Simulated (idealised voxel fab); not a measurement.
The process module presented herein is designated voxel self aligned vias.
Shown is cross-section cut, with a width of 215 nm and square cells of size 5 nm.
A cross-section in this document is a grid of square cells, and it is written down as bands, the top band listed before the ones below it; a band is made up of one or more rows of cells.
Top height, bottom height, nm. Materials left to right, width each, nm. Single material + "throughout" = fills band edge to edge. "blank" = empty.
Height is counted from the level 0, under which the received wafer is composed throughout of one material. The lowest of the bands is not closed at the bottom but continues downward, in the notation "0 and below".
Width spec "30 to 40" -> top row of cells at first value, bottom row at second value, equal per-row change in between.
No cell of the cross-section changed in a step that is given as "everything unchanged".
Look at "Trapped cavities" for the closed voids: empty spaces with no open path to the top, sized 8 cells or up. Each is width x height at distance, distance from the left edge, all nm.
That trailing text on a step's line, after the settings, is the simulator's own remark on the step.
"overlay nm" denotes, for a step that has a mask, the displacement of the mask to the right of its planned place, with negative values corresponding to the left.

# The following list gives the planned process steps
1) RECEIVE: material Si
2) CONFORMAL_DEP: material SiO2, thk nm 10
3) CONFORMAL_DEP: material SiCN, thk nm 5
4) DIRECTIONAL_DEP: material lowk, thk nm 30
5) MASKED_ETCH: tone open, mask id LINES, width nm 25, pitch nm 50, etch materials lowk, depth nm 30, overlay nm 0
6) CONFORMAL_DEP: material TiN, thk nm 5
7) FILL_DEP: material Ru, thk nm 5
8) CMP: height nm 45
9) SELECTIVE_ETCH: etch materials W Ru TiN, depth nm 5
10) FILL_DEP: material SiN, thk nm 10
11) CMP: height nm 45
12) DIRECTIONAL_DEP: material lowk, thk nm 15
13) PATTERN: tone open, mask id VIAS, material resist, width nm 35, thk nm 15, overlay nm 0
14) DIRECTIONAL_ETCH: etch materials lowk, depth nm 15
15) DIRECTIONAL_ETCH: etch materials SiN, depth nm 5
16) STRIP: etch materials resist
17) CONFORMAL_DEP: material TiN, thk nm 5
18) FILL_DEP: material Cu, thk nm 10
19) CMP: height nm 60
20) CONFORMAL_DEP: material SiCN, thk nm 5

# So this is the incoming wafer in cross-section - it's already been through step 1
0 and below  Si throughout
Trapped cavities: none

# Module complete, cross-section. Starting point and plan per above. One mistake made in running the module
65 down to 60  SiCN throughout
60 down to 50  65 of lowk, 5 of W, 25 of Cu, 5 of W, 115 of lowk
50 down to 45  65 of lowk, 10 of W, 15 of Cu, 10 of W, 115 of lowk
45 down to 40  70 of lowk, 25 of W, 25 of lowk, 25 of SiN, 70 of lowk
40 down to 20  70 of lowk, 5 of TiN, 15 of Ru, 5 of TiN, 25 of lowk, 5 of TiN, 15 of Ru, 5 of TiN, 70 of lowk
20 down to 15  70 of lowk, 25 of TiN, 25 of lowk, 25 of TiN, 70 of lowk
15 down to 10  SiCN throughout
10 down to 0  SiO2 throughout
0 and below  Si throughout
Trapped cavities: none
Run error: step 17 ran as: CONFORMAL_DEP: material W, thk nm 5
